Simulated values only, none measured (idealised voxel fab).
process module | voxel transistor to metal
cross-section cut | 210 nm wide | cells 5 nm
A cross-section is a grid of square cells, given in bands from the top down. A band is one or more rows of cells.
Each band's line starts with the height of the band's top and of its bottom, in nm. Then come its materials from left to right, each with its width in nm. One material with "throughout" fills the band from edge to edge. "air" is empty space.
Height 0 is the level under which the wafer as received is all one material. The lowest band goes on downwards, as in "0 down".
A width such as "30 to 40" changes by the same amount from each row of cells to the next, from the band's top row to its bottom row.
"no change" after a step means that no cell of the cross-section changed.
closed voids: empty space of 8 cells or more with no open way to the top, each as width x height at its distance from the left edge, in nm
after a step's settings: what the simulator itself notes on the step
overlay nm, on a step with a mask: how far to the right of its planned place the mask lay; to the left if negative
plan
1 op RECEIVE | material Si
2 op OXIDIZE | depth nm 5
3 op CONFORMAL_DEP | material SiN | thk nm 10
4 op DIRECTIONAL_DEP | material aC | thk nm 10
5 op PATTERN | tone cover | mask id ACTIVE | material resist | width nm 85 | thk nm 30 | overlay nm 0
6 op DIRECTIONAL_ETCH | etch materials aC | depth nm 10
7 op STRIP | etch materials resist
8 op DIRECTIONAL_ETCH | etch materials SiN | depth nm 10
9 op DIRECTIONAL_ETCH | etch materials SiO2 | depth nm 5
10 op DIRECTIONAL_ETCH | etch materials Si | depth nm 25
11 op STRIP | etch materials aC
12 op OXIDIZE | depth nm 5
13 op FILL_DEP | material SiO2 | thk nm 15
14 op CMP | height nm 10
15 op SELECTIVE_ETCH | etch materials SiO2 | depth nm 5
16 op STRIP | etch materials SiN
17 op SELECTIVE_ETCH | etch materials SiO2 | depth nm 5
18 op OXIDIZE | depth nm 5
19 op DIRECTIONAL_DEP | material polySi | thk nm 25
20 op DIRECTIONAL_DEP | material SiCN | thk nm 10
21 op DIRECTIONAL_DEP | material aC | thk nm 15
22 op PATTERN | tone cover | mask id GATE | material resist | width nm 15 | thk nm 35 | overlay nm 0
23 op DIRECTIONAL_ETCH | etch materials aC | depth nm 15
24 op STRIP | etch materials resist
25 op DIRECTIONAL_ETCH | etch materials SiCN | depth nm 20
26 op DIRECTIONAL_ETCH | etch materials polySi | depth nm 35
27 op STRIP | etch materials aC
28 op CONFORMAL_DEP | material SiO2 | thk nm 5
29 op DIRECTIONAL_ETCH | etch materials SiO2 | depth nm 5
30 op CONFORMAL_DEP | material SiN | thk nm 5
31 op DIRECTIONAL_ETCH | etch materials SiN | depth nm 5
32 op DIRECTIONAL_ETCH | etch materials SiO2 | depth nm 5
33 op EPI | material pSi | thk nm 5
34 op FILL_DEP | material SiO2 | thk nm 10
35 op CMP | height nm 30
36 op DIRECTIONAL_DEP | material SiO2 | thk nm 15
37 op PATTERN | tone open | mask id CONTACT | material resist | width nm 25 | pitch nm 50 | thk nm 20 | overlay nm 0
38 op DIRECTIONAL_ETCH | etch materials SiO2 | depth nm 50
39 op STRIP | etch materials resist
40 op CONFORMAL_DEP | material TiN | thk nm 5
41 op FILL_DEP | material W | thk nm 5
42 op CMP | height nm 45
43 op CONFORMAL_DEP | material SiN | thk nm 5
44 op DIRECTIONAL_DEP | material lowk | thk nm 25
45 op DIRECTIONAL_DEP | material aC | thk nm 10
46 op PATTERN | tone open | mask id METAL_1 | material resist | width nm 15 | pitch nm 60 | thk nm 25 | overlay nm 0
47 op DIRECTIONAL_ETCH | etch materials aC | depth nm 10
48 op STRIP | etch materials resist
49 op DIRECTIONAL_ETCH | etch materials lowk | depth nm 25
50 op DIRECTIONAL_ETCH | etch materials SiN | depth nm 5
51 op STRIP | etch materials aC
52 op CONFORMAL_DEP | material TiN | thk nm 5
53 op FILL_DEP | material W | thk nm 10
54 op CMP | height nm 75
55 op CONFORMAL_DEP | material SiCN | thk nm 5
56 op DIRECTIONAL_DEP | material lowk | thk nm 35
57 op PATTERN | tone open | mask id METAL_2 | material resist | width nm 15 | pitch nm 60 | thk nm 20 | overlay nm 0
58 op DIRECTIONAL_ETCH | etch materials lowk | depth nm 20
59 op STRIP | etch materials resist
60 op PATTERN | tone open | mask id METAL_2_HOLES | material resist | width nm 15 | pitch nm 60 | thk nm 15 | overlay nm 0
61 op DIRECTIONAL_ETCH | etch materials lowk | depth nm 15
62 op DIRECTIONAL_ETCH | etch materials SiCN | depth nm 5
63 op STRIP | etch materials resist
64 op CONFORMAL_DEP | material TiN | thk nm 5
65 op FILL_DEP | material Cu | thk nm 5
66 op CMP | height nm 115
67 op CONFORMAL_DEP | material SiN | thk nm 5
as received, after step 1
  0 down: Si throughout
  closed voids: none
first wafer at the end, as planned
  120 to 115: SiN throughout
  115 to 80: lowk 65 | TiN 5 | Cu 5 | TiN 5 | lowk 45 | TiN 5 | Cu 5 | TiN 5 | lowk 70
  80 to 75: SiCN 65 | TiN 15 | SiCN 45 | TiN 15 | SiCN 70
  75 to 50: lowk 65 | TiN 5 | W 5 | TiN 5 | lowk 45 | TiN 5 | W 5 | TiN 5 | lowk 70
  50 to 45: SiN 65 | TiN 15 | SiN 45 | TiN 15 | SiN 70
  45 to 35: SiO2 65 | TiN 5 | W 15 | TiN 5 | SiO2 25 | TiN 5 | W 15 | TiN 5 | SiO2 70
  35 to 30: SiO2 65 | TiN 5 | W 10 | TiN 10 | SiO2 25 | TiN 10 | W 10 | TiN 5 | SiO2 70
  30 to 20: SiO2 65 | TiN 5 | W 10 | TiN 5 | SiN 5 | SiO2 5 | SiCN 15 | SiO2 5 | SiN 5 | TiN 5 | W 10 | TiN 5 | SiO2 70
  20 to 0: SiO2 65 | TiN 5 | W 10 | TiN 5 | SiN 5 | SiO2 5 | polySi 15 | SiO2 5 | SiN 5 | TiN 5 | W 10 | TiN 5 | SiO2 70
  0 to -5: SiO2 60 | SiN 5 | TiN 20 | SiN 5 | SiO2 5 | polySi 15 | SiO2 5 | SiN 5 | TiN 20 | SiN 5 | SiO2 65
  -5 to -10: SiO2 65 | pSi 20 | SiO2 35 | pSi 20 | SiO2 70
  -10 to -35: SiO2 65 | Si 75 | SiO2 70
  -35 down: Si throughout
  closed voids: none
second wafer at the end: like start, like plan, one mistake
  125 to 120: SiN throughout
  120 to 115: TiN 70 | Cu 5 | TiN 55 | Cu 5 | TiN 75
  115 to 80: lowk 65 | TiN 5 | Cu 5 | TiN 5 | lowk 45 | TiN 5 | Cu 5 | TiN 5 | lowk 70
  80 to 75: SiCN 65 | TiN 15 | SiCN 45 | TiN 15 | SiCN 70
  75 to 50: lowk 65 | TiN 5 | W 5 | TiN 5 | lowk 45 | TiN 5 | W 5 | TiN 5 | lowk 70
  50 to 45: SiN 65 | TiN 15 | SiN 45 | TiN 15 | SiN 70
  45 to 35: SiO2 65 | TiN 5 | W 15 | TiN 5 | SiO2 25 | TiN 5 | W 15 | TiN 5 | SiO2 70
  35 to 30: SiO2 65 | TiN 5 | W 10 | TiN 10 | SiO2 25 | TiN 10 | W 10 | TiN 5 | SiO2 70
  30 to 20: SiO2 65 | TiN 5 | W 10 | TiN 5 | SiN 5 | SiO2 5 | SiCN 15 | SiO2 5 | SiN 5 | TiN 5 | W 10 | TiN 5 | SiO2 70
  20 to 0: SiO2 65 | TiN 5 | W 10 | TiN 5 | SiN 5 | SiO2 5 | polySi 15 | SiO2 5 | SiN 5 | TiN 5 | W 10 | TiN 5 | SiO2 70
  0 to -5: SiO2 60 | SiN 5 | TiN 20 | SiN 5 | SiO2 5 | polySi 15 | SiO2 5 | SiN 5 | TiN 20 | SiN 5 | SiO2 65
  -5 to -10: SiO2 65 | pSi 20 | SiO2 35 | pSi 20 | SiO2 70
  -10 to -35: SiO2 65 | Si 75 | SiO2 70
  -35 down: Si throughout
  closed voids: none
what went wrong: step 66 ran as: op CMP | height nm 120
at the end the second wafer has, in cells: 2 more of Cu | 40 more of TiN
